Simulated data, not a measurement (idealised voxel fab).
Proc. module: voxel capacitor over wiring
cross-section cut | 205 nm wide | cells 5 nm
When this document writes out a cross-section, it uses a grid of square cells and lists it as bands, beginning at the top and moving down, with a band standing for one or more rows of cells. Band entry format. Leading values: height of top, height of bottom, nm. Remainder: materials in left-to-right order, each with its width in nm. Special words: "all across" on a single material, which then fills the band edge to edge; "empty", empty space. Heights are expressed relative to 0, this being the level below which the as-received wafer comprises one material exclusively. The lowest band is unbounded in the downward direction and is denoted as in "top 0, no bottom". Think of "30->40" as a width that walks from the first number to the second as you go down the band, top row to bottom row, taking equal-sized steps from row to row. Any step labelled "identical to before" changed none of the cells in the cross-section. The entry titled "Voids, sealed" provides the empty spaces that have no open way to the top, restricted to those of 8 cells or more. Each is presented as width x height at distance, the distance being measured from the left edge, with all three in nm. Past the settings on a step's line: simulator remark, on that step. Steps that use a mask can have "overlay nm" on their line. It says how far the mask sat to the right of where it was meant to be. Negative means to the left. So the way this works: pairs, before and after one process step. The after picture only goes down to the lowest band that actually changed, nothing below. Step and its settings are under each pair. And watch out, pairs might come from different runs of this module, same starting wafer though, so a pair only follows on from the one above if its "Prior to processing" entry tells you so.

### Prior to processing
> top 0, no bottom = Si all across
> Voids, sealed: none

### Resultant Cross-Section
> top 10, bottom 0 = SiO2 all across
> Nothing below the height 0 has changed.
> Voids, sealed: none
Name the step between the before and after sections above: CONFORMAL_DEP with material SiO2, thk nm 10

Prior to processing: nothing new to draw here, it's the after view of the pair just above.

### Resultant Cross-Section
> top 15, bottom 10 = SiN all across
> Nothing below the height 10 has changed.
> Voids, sealed: none
Name the step between the before and after sections above: CONFORMAL_DEP with material SiN, thk nm 5

Prior to processing: nothing new to draw here, it's the after view of the pair just above.

### Resultant Cross-Section
> top 35, bottom 15 = lowk all across
> Nothing below the height 15 has changed.
> Voids, sealed: none
Name the step between the before and after sections above: DIRECTIONAL_DEP with material lowk, thk nm 20

Prior to processing: nothing new to draw here, it's the after view of the pair just above.

### Resultant Cross-Section
> top 45, bottom 35 = aC all across
> Nothing below the height 35 has changed.
> Voids, sealed: none
Name the step between the before and after sections above: DIRECTIONAL_DEP with material aC, thk nm 10

Prior to processing: nothing new to draw here, it's the after view of the pair just above.

### Resultant Cross-Section
> top 70, bottom 45 = resist 55, empty 20, resist 50, empty 20, resist 60
> Nothing below the height 45 has changed.
> Voids, sealed: none
Name the step between the before and after sections above: PATTERN with tone open, mask id METAL_1, material resist, width nm 20, pitch nm 70, thk nm 25, overlay nm 0

Prior to processing: nothing new to draw here, it's the after view of the pair just above.

### Resultant Cross-Section
> top 60, bottom 45 = resist 55, empty 20, resist 50, empty 20, resist 60
> top 45, bottom 35 = aC 55, empty 20, aC 50, empty 20, aC 60
> Nothing below the height 35 has changed.
> Voids, sealed: none
Name the step between the before and after sections above: DIRECTIONAL_ETCH with etch materials aC, depth nm 10

Prior to processing: nothing new to draw here, it's the after view of the pair just above.

### Resultant Cross-Section
> top 45, bottom 35 = aC 55, empty 20, aC 50, empty 20, aC 60
> Nothing below the height 35 has changed.
> Voids, sealed: none
Name the step between the before and after sections above: STRIP with etch materials resist

Prior to processing: nothing new to draw here, it's the after view of the pair just above.

### Resultant Cross-Section
> top 45, bottom 35 = aC 55, empty 20, aC 50, empty 20, aC 60
> top 35, bottom 15 = lowk 55, empty 20, lowk 50, empty 20, lowk 60
> Nothing below the height 15 has changed.
> Voids, sealed: none
Name the step between the before and after sections above: DIRECTIONAL_ETCH with etch materials lowk, depth nm 20

Prior to processing: nothing new to draw here, it's the after view of the pair just above.

### Resultant Cross-Section
> top 45, bottom 35 = aC 55, empty 20, aC 50, empty 20, aC 60
> top 35, bottom 15 = lowk 55, empty 20, lowk 50, empty 20, lowk 60
> top 15, bottom 10 = SiN 55, empty 20, SiN 50, empty 20, SiN 60
> Nothing below the height 10 has changed.
> Voids, sealed: none
Name the step between the before and after sections above: DIRECTIONAL_ETCH with etch materials SiN, depth nm 5

Prior to processing: nothing new to draw here, it's the after view of the pair just above.

### Resultant Cross-Section
> top 35, bottom 15 = lowk 55, empty 20, lowk 50, empty 20, lowk 60
> Nothing below the height 15 has changed.
> Voids, sealed: none
Name the step between the before and after sections above: STRIP with etch materials aC

Prior to processing: nothing new to draw here, it's the after view of the pair just above.

### Resultant Cross-Section
> top 40, bottom 35 = TiN 60, empty 10, TiN 60, empty 10, TiN 65
> top 35, bottom 15 = lowk 55, TiN 5, empty 10, TiN 5, lowk 50, TiN 5, empty 10, TiN 5, lowk 60
> top 15, bottom 10 = SiN 55, TiN 20, SiN 50, TiN 20, SiN 60
> Nothing below the height 10 has changed.
> Voids, sealed: none
Name the step between the before and after sections above: CONFORMAL_DEP with material TiN, thk nm 5

Prior to processing: nothing new to draw here, it's the after view of the pair just above.

### Resultant Cross-Section
> top 50, bottom 40 = Cu all across
> top 40, bottom 35 = TiN 60, Cu 10, TiN 60, Cu 10, TiN 65
> top 35, bottom 15 = lowk 55, TiN 5, Cu 10, TiN 5, lowk 50, TiN 5, Cu 10, TiN 5, lowk 60
> Nothing below the height 15 has changed.
> Voids, sealed: none
Name the step between the before and after sections above: FILL_DEP with material Cu, thk nm 10

Prior to processing: nothing new to draw here, it's the after view of the pair just above.

### Resultant Cross-Section
> top 35, bottom 15 = lowk 55, TiN 5, Cu 10, TiN 5, lowk 50, TiN 5, Cu 10, TiN 5, lowk 60
> Nothing below the height 15 has changed.
> Voids, sealed: none
Name the step between the before and after sections above: CMP with height nm 35

Prior to processing: nothing new to draw here, it's the after view of the pair just above.

### Resultant Cross-Section
> top 40, bottom 35 = SiCN all across
> Nothing below the height 35 has changed.
> Voids, sealed: none
Name the step between the before and after sections above: CONFORMAL_DEP with material SiCN, thk nm 5

Prior to processing: nothing new to draw here, it's the after view of the pair just above.

### Resultant Cross-Section
> top 55, bottom 40 = SiO2 all across
> Nothing below the height 40 has changed.
> Voids, sealed: none
Name the step between the before and after sections above: DIRECTIONAL_DEP with material SiO2, thk nm 15

Prior to processing: nothing new to draw here, it's the after view of the pair just above.

### Resultant Cross-Section
> top 70, bottom 55 = aC all across
> Nothing below the height 55 has changed.
> Voids, sealed: none
Name the step between the before and after sections above: DIRECTIONAL_DEP with material aC, thk nm 15

Prior to processing: nothing new to draw here, it's the after view of the pair just above.

### Resultant Cross-Section
> top 100, bottom 70 = resist 60, empty 15, resist 130
> Nothing below the height 70 has changed.
> Voids, sealed: none
Name the step between the before and after sections above: PATTERN with tone open, mask id PLUG_1, material resist, width nm 15, thk nm 30, overlay nm 0

Prior to processing: nothing new to draw here, it's the after view of the pair just above.

### Resultant Cross-Section
> top 85, bottom 70 = resist 60, empty 15, resist 130
> top 70, bottom 55 = aC 60, empty 15, aC 130
> Nothing below the height 55 has changed.
> Voids, sealed: none
Name the step between the before and after sections above: DIRECTIONAL_ETCH with etch materials aC, depth nm 15

Prior to processing: nothing new to draw here, it's the after view of the pair just above.

### Resultant Cross-Section
> top 70, bottom 55 = aC 60, empty 15, aC 130
> Nothing below the height 55 has changed.
> Voids, sealed: none
Name the step between the before and after sections above: STRIP with etch materials resist

Prior to processing: nothing new to draw here, it's the after view of the pair just above.

### Resultant Cross-Section
> top 70, bottom 55 = aC 60, empty 15, aC 130
> top 55, bottom 40 = SiO2 60, empty 15, SiO2 130
> Nothing below the height 40 has changed.
> Voids, sealed: none
Name the step between the before and after sections above: DIRECTIONAL_ETCH with etch materials SiO2, depth nm 15

Prior to processing: nothing new to draw here, it's the after view of the pair just above.

### Resultant Cross-Section
> top 70, bottom 55 = aC 60, empty 15, aC 130
> top 55, bottom 40 = SiO2 60, empty 15, SiO2 130
> top 40, bottom 35 = SiCN 60, empty 15, SiCN 130
> Nothing below the height 35 has changed.
> Voids, sealed: none
Name the step between the before and after sections above: DIRECTIONAL_ETCH with etch materials SiCN, depth nm 5

Prior to processing: nothing new to draw here, it's the after view of the pair just above.

### Resultant Cross-Section
> top 55, bottom 40 = SiO2 60, empty 15, SiO2 130
> Nothing below the height 40 has changed.
> Voids, sealed: none
Name the step between the before and after sections above: STRIP with etch materials aC

Prior to processing: nothing new to draw here, it's the after view of the pair just above.

### Resultant Cross-Section
> top 55, bottom 45 = SiO2 60, empty 15, SiO2 130
> top 45, bottom 40 = SiO2 60, Ru 15, SiO2 130
> top 40, bottom 35 = SiCN 60, Ru 15, SiCN 130
> Nothing below the height 35 has changed.
> Voids, sealed: none
Name the step between the before and after sections above: EPI with material Ru, thk nm 10

Prior to processing: nothing new to draw here, it's the after view of the pair just above.

### Resultant Cross-Section
> top 55, bottom 40 = SiO2 60, Ru 15, SiO2 130
> Nothing below the height 40 has changed.
> Voids, sealed: none
Name the step between the before and after sections above: EPI with material Ru, thk nm 10

Prior to processing: nothing new to draw here, it's the after view of the pair just above.

### Resultant Cross-Section
> top 65, bottom 55 = TiN all across
> Nothing below the height 55 has changed.
> Voids, sealed: none
Name the step between the before and after sections above: DIRECTIONAL_DEP with material TiN, thk nm 10

Prior to processing: nothing new to draw here, it's the after view of the pair just above.

### Resultant Cross-Section
> top 70, bottom 65 = SiN all across
> Nothing below the height 65 has changed.
> Voids, sealed: none
Name the step between the before and after sections above: DIRECTIONAL_DEP with material SiN, thk nm 5

Prior to processing: nothing new to draw here, it's the after view of the pair just above.

### Resultant Cross-Section
> top 80, bottom 70 = TiN all across
> Nothing below the height 70 has changed.
> Voids, sealed: none
Name the step between the before and after sections above: DIRECTIONAL_DEP with material TiN, thk nm 10

Prior to processing: nothing new to draw here, it's the after view of the pair just above.

### Resultant Cross-Section
> top 95, bottom 80 = aC all across
> Nothing below the height 80 has changed.
> Voids, sealed: none
Name the step between the before and after sections above: DIRECTIONAL_DEP with material aC, thk nm 15

Prior to processing: nothing new to draw here, it's the after view of the pair just above.

### Resultant Cross-Section
> top 130, bottom 95 = empty 60, resist 55, empty 90
> Nothing below the height 95 has changed.
> Voids, sealed: none
Name the step between the before and after sections above: PATTERN with tone cover, mask id UPPER_PLATE, material resist, width nm 55, thk nm 35, overlay nm 0

Prior to processing: nothing new to draw here, it's the after view of the pair just above.

### Resultant Cross-Section
> top 115, bottom 95 = empty 60, resist 55, empty 90
> top 95, bottom 80 = empty 60, aC 55, empty 90
> Nothing below the height 80 has changed.
> Voids, sealed: none
Name the step between the before and after sections above: DIRECTIONAL_ETCH with etch materials aC, depth nm 15

Prior to processing: nothing new to draw here, it's the after view of the pair just above.

### Resultant Cross-Section
> top 95, bottom 80 = empty 60, aC 55, empty 90
> Nothing below the height 80 has changed.
> Voids, sealed: none
Name the step between the before and after sections above: STRIP with etch materials resist

Prior to processing: nothing new to draw here, it's the after view of the pair just above.

### Resultant Cross-Section
> top 95, bottom 80 = empty 60, aC 55, empty 90
> top 80, bottom 70 = empty 60, TiN 55, empty 90
> Nothing below the height 70 has changed.
> Voids, sealed: none
Name the step between the before and after sections above: DIRECTIONAL_ETCH with etch materials TiN, depth nm 10

Prior to processing: nothing new to draw here, it's the after view of the pair just above.

### Resultant Cross-Section
> top 95, bottom 80 = empty 60, aC 55, empty 90
> top 80, bottom 70 = empty 60, TiN 55, empty 90
> top 70, bottom 65 = empty 60, SiN 55, empty 90
> Nothing below the height 65 has changed.
> Voids, sealed: none
Name the step between the before and after sections above: DIRECTIONAL_ETCH with etch materials SiN, depth nm 5

Prior to processing: nothing new to draw here, it's the after view of the pair just above.

### Resultant Cross-Section
> top 80, bottom 70 = empty 60, TiN 55, empty 90
> Nothing below the height 70 has changed.
> Voids, sealed: none
Name the step between the before and after sections above: STRIP with etch materials aC

Prior to processing: nothing new to draw here, it's the after view of the pair just above.

### Resultant Cross-Section
> top 80, bottom 70 = empty 60, TiN 55, empty 90
> top 70, bottom 65 = empty 60, SiN 55, empty 90
> top 65, bottom 55 = empty 55, TiN 65, empty 85
> Nothing below the height 55 has changed.
> Voids, sealed: none
Name the step between the before and after sections above: MASKED_ETCH with tone cover, mask id LOWER_PLATE, width nm 65, etch materials TiN, depth nm 10, overlay nm 0

Prior to processing: nothing new to draw here, it's the after view of the pair just above.

### Resultant Cross-Section
> top 100, bottom 80 = SiO2 all across
> top 80, bottom 70 = SiO2 60, TiN 55, SiO2 90
> top 70, bottom 65 = SiO2 60, SiN 55, SiO2 90
> top 65, bottom 55 = SiO2 55, TiN 65, SiO2 85
> Nothing below the height 55 has changed.
> Voids, sealed: none
Name the step between the before and after sections above: FILL_DEP with material SiO2, thk nm 20

Prior to processing: nothing new to draw here, it's the after view of the pair just above.

### Resultant Cross-Section
> top 95, bottom 80 = SiO2 all across
> Nothing below the height 80 has changed.
> Voids, sealed: none
Name the step between the before and after sections above: CMP with height nm 95

Prior to processing: nothing new to draw here, it's the after view of the pair just above.

### Resultant Cross-Section
> top 95, bottom 80 = SiO2 70, empty 15, SiO2 120
> Nothing below the height 80 has changed.
> Voids, sealed: none
Name the step between the before and after sections above: MASKED_ETCH with tone open, mask id PLUG_2, width nm 15, etch materials SiO2, depth nm 15, overlay nm 0

Prior to processing: nothing new to draw here, it's the after view of the pair just above.

### Resultant Cross-Section
> top 100, bottom 95 = TiN 75, empty 5, TiN 125
> top 95, bottom 85 = SiO2 70, TiN 5, empty 5, TiN 5, SiO2 120
> top 85, bottom 80 = SiO2 70, TiN 15, SiO2 120
> Nothing below the height 80 has changed.
> Voids, sealed: none
Name the step between the before and after sections above: CONFORMAL_DEP with material TiN, thk nm 5

Prior to processing: nothing new to draw here, it's the after view of the pair just above.

### Resultant Cross-Section
> top 105, bottom 100 = Cu all across
> top 100, bottom 95 = TiN 75, Cu 5, TiN 125
> top 95, bottom 85 = SiO2 70, TiN 5, Cu 5, TiN 5, SiO2 120
> Nothing below the height 85 has changed.
> Voids, sealed: none
Name the step between the before and after sections above: FILL_DEP with material Cu, thk nm 5

Prior to processing: nothing new to draw here, it's the after view of the pair just above.

### Resultant Cross-Section
> top 95, bottom 85 = SiO2 70, TiN 5, Cu 5, TiN 5, SiO2 120
> Nothing below the height 85 has changed.
> Voids, sealed: none
Name the step between the before and after sections above: CMP with height nm 95

Prior to processing: nothing new to draw here, it's the after view of the pair just above.

### Resultant Cross-Section
> top 100, bottom 95 = SiCN all across
> Nothing below the height 95 has changed.
> Voids, sealed: none
Name the step between the before and after sections above: CONFORMAL_DEP with material SiCN, thk nm 5

### Prior to processing
> top 10, bottom 0 = SiO2 all across
> top 0, no bottom = Si all across
> Voids, sealed: none

### Resultant Cross-Section
> top 30, bottom 10 = lowk all across
> Nothing below the height 10 has changed.
> Voids, sealed: none
Name the step between the before and after sections above: DIRECTIONAL_DEP with material lowk, thk nm 20

Prior to processing: nothing new to draw here, it's the after view of the pair just above.

### Resultant Cross-Section
> top 40, bottom 30 = aC all across
> Nothing below the height 30 has changed.
> Voids, sealed: none
Name the step between the before and after sections above: DIRECTIONAL_DEP with material aC, thk nm 10

Prior to processing: nothing new to draw here, it's the after view of the pair just above.

### Resultant Cross-Section
> top 65, bottom 40 = resist 55, empty 20, resist 50, empty 20, resist 60
> Nothing below the height 40 has changed.
> Voids, sealed: none
Name the step between the before and after sections above: PATTERN with tone open, mask id METAL_1, material resist, width nm 20, pitch nm 70, thk nm 25, overlay nm 0

Prior to processing: nothing new to draw here, it's the after view of the pair just above.

### Resultant Cross-Section
> top 55, bottom 40 = resist 55, empty 20, resist 50, empty 20, resist 60
> top 40, bottom 30 = aC 55, empty 20, aC 50, empty 20, aC 60
> Nothing below the height 30 has changed.
> Voids, sealed: none
Name the step between the before and after sections above: DIRECTIONAL_ETCH with etch materials aC, depth nm 10

Prior to processing: nothing new to draw here, it's the after view of the pair just above.

### Resultant Cross-Section
> top 40, bottom 30 = aC 55, empty 20, aC 50, empty 20, aC 60
> Nothing below the height 30 has changed.
> Voids, sealed: none
Name the step between the before and after sections above: STRIP with etch materials resist

Prior to processing: nothing new to draw here, it's the after view of the pair just above.

### Resultant Cross-Section
> top 40, bottom 30 = aC 55, empty 20, aC 50, empty 20, aC 60
> top 30, bottom 10 = lowk 55, empty 20, lowk 50, empty 20, lowk 60
> Nothing below the height 10 has changed.
> Voids, sealed: none
Name the step between the before and after sections above: DIRECTIONAL_ETCH with etch materials lowk, depth nm 20

Prior to processing: nothing new to draw here, it's the after view of the pair just above.

### Resultant Cross-Section
> top 30, bottom 10 = lowk 55, empty 20, lowk 50, empty 20, lowk 60
> Nothing below the height 10 has changed.
> Voids, sealed: none
Name the step between the before and after sections above: STRIP with etch materials aC

Prior to processing: nothing new to draw here, it's the after view of the pair just above.

### Resultant Cross-Section
> top 35, bottom 30 = TiN 60, empty 10, TiN 60, empty 10, TiN 65
> top 30, bottom 15 = lowk 55, TiN 5, empty 10, TiN 5, lowk 50, TiN 5, empty 10, TiN 5, lowk 60
> top 15, bottom 10 = lowk 55, TiN 20, lowk 50, TiN 20, lowk 60
> Nothing below the height 10 has changed.
> Voids, sealed: none
Name the step between the before and after sections above: CONFORMAL_DEP with material TiN, thk nm 5

Prior to processing: nothing new to draw here, it's the after view of the pair just above.

### Resultant Cross-Section
> top 45, bottom 35 = Cu all across
> top 35, bottom 30 = TiN 60, Cu 10, TiN 60, Cu 10, TiN 65
> top 30, bottom 15 = lowk 55, TiN 5, Cu 10, TiN 5, lowk 50, TiN 5, Cu 10, TiN 5, lowk 60
> Nothing below the height 15 has changed.
> Voids, sealed: none
Name the step between the before and after sections above: FILL_DEP with material Cu, thk nm 10

Prior to processing: nothing new to draw here, it's the after view of the pair just above.

### Resultant Cross-Section
> top 35, bottom 30 = TiN 60, Cu 10, TiN 60, Cu 10, TiN 65
> Nothing below the height 30 has changed.
> Voids, sealed: none
Name the step between the before and after sections above: CMP with height nm 35

Prior to processing: nothing new to draw here, it's the after view of the pair just above.

### Resultant Cross-Section
> top 40, bottom 35 = SiCN all across
> Nothing below the height 35 has changed.
> Voids, sealed: none
Name the step between the before and after sections above: CONFORMAL_DEP with material SiCN, thk nm 5

Prior to processing: nothing new to draw here, it's the after view of the pair just above.

### Resultant Cross-Section
> top 55, bottom 40 = SiO2 all across
> Nothing below the height 40 has changed.
> Voids, sealed: none
Name the step between the before and after sections above: DIRECTIONAL_DEP with material SiO2, thk nm 15

Prior to processing: nothing new to draw here, it's the after view of the pair just above.

### Resultant Cross-Section
> top 70, bottom 55 = aC all across
> Nothing below the height 55 has changed.
> Voids, sealed: none
Name the step between the before and after sections above: DIRECTIONAL_DEP with material aC, thk nm 15

Prior to processing: nothing new to draw here, it's the after view of the pair just above.

### Resultant Cross-Section
> top 100, bottom 70 = resist 60, empty 15, resist 130
> Nothing below the height 70 has changed.
> Voids, sealed: none
Name the step between the before and after sections above: PATTERN with tone open, mask id PLUG_1, material resist, width nm 15, thk nm 30, overlay nm 0

Prior to processing: nothing new to draw here, it's the after view of the pair just above.

### Resultant Cross-Section
> top 85, bottom 70 = resist 60, empty 15, resist 130
> top 70, bottom 55 = aC 60, empty 15, aC 130
> Nothing below the height 55 has changed.
> Voids, sealed: none
Name the step between the before and after sections above: DIRECTIONAL_ETCH with etch materials aC, depth nm 15

Prior to processing: nothing new to draw here, it's the after view of the pair just above.

### Resultant Cross-Section
> top 70, bottom 55 = aC 60, empty 15, aC 130
> Nothing below the height 55 has changed.
> Voids, sealed: none
Name the step between the before and after sections above: STRIP with etch materials resist

Prior to processing: nothing new to draw here, it's the after view of the pair just above.

### Resultant Cross-Section
> top 70, bottom 55 = aC 60, empty 15, aC 130
> top 55, bottom 40 = SiO2 60, empty 15, SiO2 130
> Nothing below the height 40 has changed.
> Voids, sealed: none
Name the step between the before and after sections above: DIRECTIONAL_ETCH with etch materials SiO2, depth nm 15

Prior to processing: nothing new to draw here, it's the after view of the pair just above.

### Resultant Cross-Section
> top 70, bottom 55 = aC 60, empty 15, aC 130
> top 55, bottom 40 = SiO2 60, empty 15, SiO2 130
> top 40, bottom 35 = SiCN 60, empty 15, SiCN 130
> Nothing below the height 35 has changed.
> Voids, sealed: none
Name the step between the before and after sections above: DIRECTIONAL_ETCH with etch materials SiCN, depth nm 5

Prior to processing: nothing new to draw here, it's the after view of the pair just above.

### Resultant Cross-Section
> top 55, bottom 40 = SiO2 60, empty 15, SiO2 130
> Nothing below the height 40 has changed.
> Voids, sealed: none
Name the step between the before and after sections above: STRIP with etch materials aC

Prior to processing: nothing new to draw here, it's the after view of the pair just above.

### Resultant Cross-Section
> top 55, bottom 45 = SiO2 60, empty 15, SiO2 130
> top 45, bottom 40 = SiO2 60, Ru 15, SiO2 130
> top 40, bottom 35 = SiCN 60, Ru 15, SiCN 130
> Nothing below the height 35 has changed.
> Voids, sealed: none
Name the step between the before and after sections above: EPI with material Ru, thk nm 10

Prior to processing: nothing new to draw here, it's the after view of the pair just above.

### Resultant Cross-Section
> top 55, bottom 40 = SiO2 60, Ru 15, SiO2 130
> Nothing below the height 40 has changed.
> Voids, sealed: none
Name the step between the before and after sections above: EPI with material Ru, thk nm 10

Prior to processing: nothing new to draw here, it's the after view of the pair just above.

### Resultant Cross-Section
> top 65, bottom 55 = TiN all across
> Nothing below the height 55 has changed.
> Voids, sealed: none
Name the step between the before and after sections above: DIRECTIONAL_DEP with material TiN, thk nm 10

Prior to processing: nothing new to draw here, it's the after view of the pair just above.

### Resultant Cross-Section
> top 70, bottom 65 = SiN all across
> Nothing below the height 65 has changed.
> Voids, sealed: none
Name the step between the before and after sections above: DIRECTIONAL_DEP with material SiN, thk nm 5

Prior to processing: nothing new to draw here, it's the after view of the pair just above.

### Resultant Cross-Section
> top 80, bottom 70 = TiN all across
> Nothing below the height 70 has changed.
> Voids, sealed: none
Name the step between the before and after sections above: DIRECTIONAL_DEP with material TiN, thk nm 10

Prior to processing: nothing new to draw here, it's the after view of the pair just above.

### Resultant Cross-Section
> top 95, bottom 80 = aC all across
> Nothing below the height 80 has changed.
> Voids, sealed: none
Name the step between the before and after sections above: DIRECTIONAL_DEP with material aC, thk nm 15

Prior to processing: nothing new to draw here, it's the after view of the pair just above.

### Resultant Cross-Section
> top 130, bottom 95 = empty 60, resist 55, empty 90
> Nothing below the height 95 has changed.
> Voids, sealed: none
Name the step between the before and after sections above: PATTERN with tone cover, mask id UPPER_PLATE, material resist, width nm 55, thk nm 35, overlay nm 0

Prior to processing: nothing new to draw here, it's the after view of the pair just above.

### Resultant Cross-Section
> top 115, bottom 95 = empty 60, resist 55, empty 90
> top 95, bottom 80 = empty 60, aC 55, empty 90
> Nothing below the height 80 has changed.
> Voids, sealed: none
Name the step between the before and after sections above: DIRECTIONAL_ETCH with etch materials aC, depth nm 15

Prior to processing: nothing new to draw here, it's the after view of the pair just above.

### Resultant Cross-Section
> top 95, bottom 80 = empty 60, aC 55, empty 90
> Nothing below the height 80 has changed.
> Voids, sealed: none
Name the step between the before and after sections above: STRIP with etch materials resist

Prior to processing: nothing new to draw here, it's the after view of the pair just above.

### Resultant Cross-Section
> top 95, bottom 80 = empty 60, aC 55, empty 90
> top 80, bottom 70 = empty 60, TiN 55, empty 90
> Nothing below the height 70 has changed.
> Voids, sealed: none
Name the step between the before and after sections above: DIRECTIONAL_ETCH with etch materials TiN, depth nm 10

Prior to processing: nothing new to draw here, it's the after view of the pair just above.

### Resultant Cross-Section
> top 95, bottom 80 = empty 60, aC 55, empty 90
> top 80, bottom 70 = empty 60, TiN 55, empty 90
> top 70, bottom 65 = empty 60, SiN 55, empty 90
> Nothing below the height 65 has changed.
> Voids, sealed: none
Name the step between the before and after sections above: DIRECTIONAL_ETCH with etch materials SiN, depth nm 5

Prior to processing: nothing new to draw here, it's the after view of the pair just above.

### Resultant Cross-Section
> top 80, bottom 70 = empty 60, TiN 55, empty 90
> Nothing below the height 70 has changed.
> Voids, sealed: none
Name the step between the before and after sections above: STRIP with etch materials aC

Prior to processing: nothing new to draw here, it's the after view of the pair just above.

### Resultant Cross-Section
> top 80, bottom 70 = empty 60, TiN 55, empty 90
> top 70, bottom 65 = empty 60, SiN 55, empty 90
> top 65, bottom 55 = empty 55, TiN 65, empty 85
> Nothing below the height 55 has changed.
> Voids, sealed: none
Name the step between the before and after sections above: MASKED_ETCH with tone cover, mask id LOWER_PLATE, width nm 65, etch materials TiN, depth nm 10, overlay nm 0

Prior to processing: nothing new to draw here, it's the after view of the pair just above.

### Resultant Cross-Section
> top 100, bottom 80 = SiO2 all across
> top 80, bottom 70 = SiO2 60, TiN 55, SiO2 90
> top 70, bottom 65 = SiO2 60, SiN 55, SiO2 90
> top 65, bottom 55 = SiO2 55, TiN 65, SiO2 85
> Nothing below the height 55 has changed.
> Voids, sealed: none
Name the step between the before and after sections above: FILL_DEP with material SiO2, thk nm 20

Prior to processing: nothing new to draw here, it's the after view of the pair just above.

### Resultant Cross-Section
> top 95, bottom 80 = SiO2 all across
> Nothing below the height 80 has changed.
> Voids, sealed: none
Name the step between the before and after sections above: CMP with height nm 95

Prior to processing: nothing new to draw here, it's the after view of the pair just above.

### Resultant Cross-Section
> top 95, bottom 80 = SiO2 70, empty 15, SiO2 120
> Nothing below the height 80 has changed.
> Voids, sealed: none
Name the step between the before and after sections above: MASKED_ETCH with tone open, mask id PLUG_2, width nm 15, etch materials SiO2, depth nm 15, overlay nm 0

Prior to processing: nothing new to draw here, it's the after view of the pair just above.

### Resultant Cross-Section
> top 100, bottom 95 = TiN 75, empty 5, TiN 125
> top 95, bottom 85 = SiO2 70, TiN 5, empty 5, TiN 5, SiO2 120
> top 85, bottom 80 = SiO2 70, TiN 15, SiO2 120
> Nothing below the height 80 has changed.
> Voids, sealed: none
Name the step between the before and after sections above: CONFORMAL_DEP with material TiN, thk nm 5

Prior to processing: nothing new to draw here, it's the after view of the pair just above.

### Resultant Cross-Section
> top 105, bottom 100 = Cu all across
> top 100, bottom 95 = TiN 75, Cu 5, TiN 125
> top 95, bottom 85 = SiO2 70, TiN 5, Cu 5, TiN 5, SiO2 120
> Nothing below the height 85 has changed.
> Voids, sealed: none
Name the step between the before and after sections above: FILL_DEP with material Cu, thk nm 5

Prior to processing: nothing new to draw here, it's the after view of the pair just above.

### Resultant Cross-Section
> top 95, bottom 85 = SiO2 70, TiN 5, Cu 5, TiN 5, SiO2 120
> Nothing below the height 85 has changed.
> Voids, sealed: none
Name the step between the before and after sections above: CMP with height nm 95

Prior to processing: nothing new to draw here, it's the after view of the pair just above.

### Resultant Cross-Section
> top 100, bottom 95 = SiCN all across
> Nothing below the height 95 has changed.
> Voids, sealed: none
Name the step between the before and after sections above: CONFORMAL_DEP with material SiCN, thk nm 5

### Prior to processing
> top 55, bottom 40 = SiO2 60, Ru 15, SiO2 130
> top 40, bottom 35 = SiCN 60, Ru 15, SiCN 130
> top 35, bottom 15 = lowk 55, TiN 5, Cu 10, TiN 5, lowk 50, TiN 5, Cu 10, TiN 5, lowk 60
> top 15, bottom 10 = SiN 55, TiN 20, SiN 50, TiN 20, SiN 60
> top 10, bottom 0 = SiO2 all across
> top 0, no bottom = Si all across
> Voids, sealed: none

### Resultant Cross-Section
> top 65, bottom 55 = empty 50, Ru 35, empty 120
> Nothing below the height 55 has changed.
> Voids, sealed: none
Name the step between the before and after sections above: EPI with material Ru, thk nm 10

Prior to processing: nothing new to draw here, it's the after view of the pair just above.

### Resultant Cross-Section
> top 75, bottom 65 = empty 50, TiN 35, empty 120
> top 65, bottom 55 = TiN 50, Ru 35, TiN 120
> Nothing below the height 55 has changed.
> Voids, sealed: none
Name the step between the before and after sections above: DIRECTIONAL_DEP with material TiN, thk nm 10

Prior to processing: nothing new to draw here, it's the after view of the pair just above.

### Resultant Cross-Section
> top 80, bottom 75 = empty 50, SiN 35, empty 120
> top 75, bottom 70 = empty 50, TiN 35, empty 120
> top 70, bottom 65 = SiN 50, TiN 35, SiN 120
> Nothing below the height 65 has changed.
> Voids, sealed: none
Name the step between the before and after sections above: DIRECTIONAL_DEP with material SiN, thk nm 5

Prior to processing: nothing new to draw here, it's the after view of the pair just above.

### Resultant Cross-Section
> top 90, bottom 80 = empty 50, TiN 35, empty 120
> top 80, bottom 75 = TiN 50, SiN 35, TiN 120
> top 75, bottom 70 = TiN all across
> Nothing below the height 70 has changed.
> Voids, sealed: none
Name the step between the before and after sections above: DIRECTIONAL_DEP with material TiN, thk nm 10

Prior to processing: nothing new to draw here, it's the after view of the pair just above.

### Resultant Cross-Section
> top 105, bottom 95 = empty 50, aC 35, empty 120
> top 95, bottom 90 = aC all across
> top 90, bottom 80 = aC 50, TiN 35, aC 120
> Nothing below the height 80 has changed.
> Voids, sealed: none
Name the step between the before and after sections above: DIRECTIONAL_DEP with material aC, thk nm 15

Prior to processing: nothing new to draw here, it's the after view of the pair just above.

### Resultant Cross-Section
> top 140, bottom 105 = empty 60, resist 55, empty 90
> top 105, bottom 95 = empty 50, aC 35, resist 30, empty 90
> Nothing below the height 95 has changed.
> Voids, sealed: none
Name the step between the before and after sections above: PATTERN with tone cover, mask id UPPER_PLATE, material resist, width nm 55, thk nm 35, overlay nm 0

Prior to processing: nothing new to draw here, it's the after view of the pair just above.

### Resultant Cross-Section
> top 125, bottom 105 = empty 60, resist 55, empty 90
> top 105, bottom 95 = empty 60, aC 25, resist 30, empty 90
> top 95, bottom 90 = empty 60, aC 55, empty 90
> top 90, bottom 80 = empty 50, TiN 35, aC 30, empty 90
> Nothing below the height 80 has changed.
> Voids, sealed: none
Name the step between the before and after sections above: DIRECTIONAL_ETCH with etch materials aC, depth nm 15

Prior to processing: nothing new to draw here, it's the after view of the pair just above.

### Resultant Cross-Section
> top 105, bottom 95 = empty 60, aC 25, empty 120
> Nothing below the height 95 has changed.
> Voids, sealed: none
Name the step between the before and after sections above: STRIP with etch materials resist

Prior to processing: nothing new to draw here, it's the after view of the pair just above.

### Resultant Cross-Section
> top 105, bottom 95 = empty 60, aC 25, empty 120
> top 95, bottom 90 = empty 60, aC 55, empty 90
> top 90, bottom 80 = empty 60, TiN 25, aC 30, empty 90
> top 80, bottom 75 = empty 50, SiN 35, TiN 30, empty 90
> top 75, bottom 70 = empty 50, TiN 65, empty 90
> Nothing below the height 70 has changed.
> Voids, sealed: none
Name the step between the before and after sections above: DIRECTIONAL_ETCH with etch materials TiN, depth nm 10
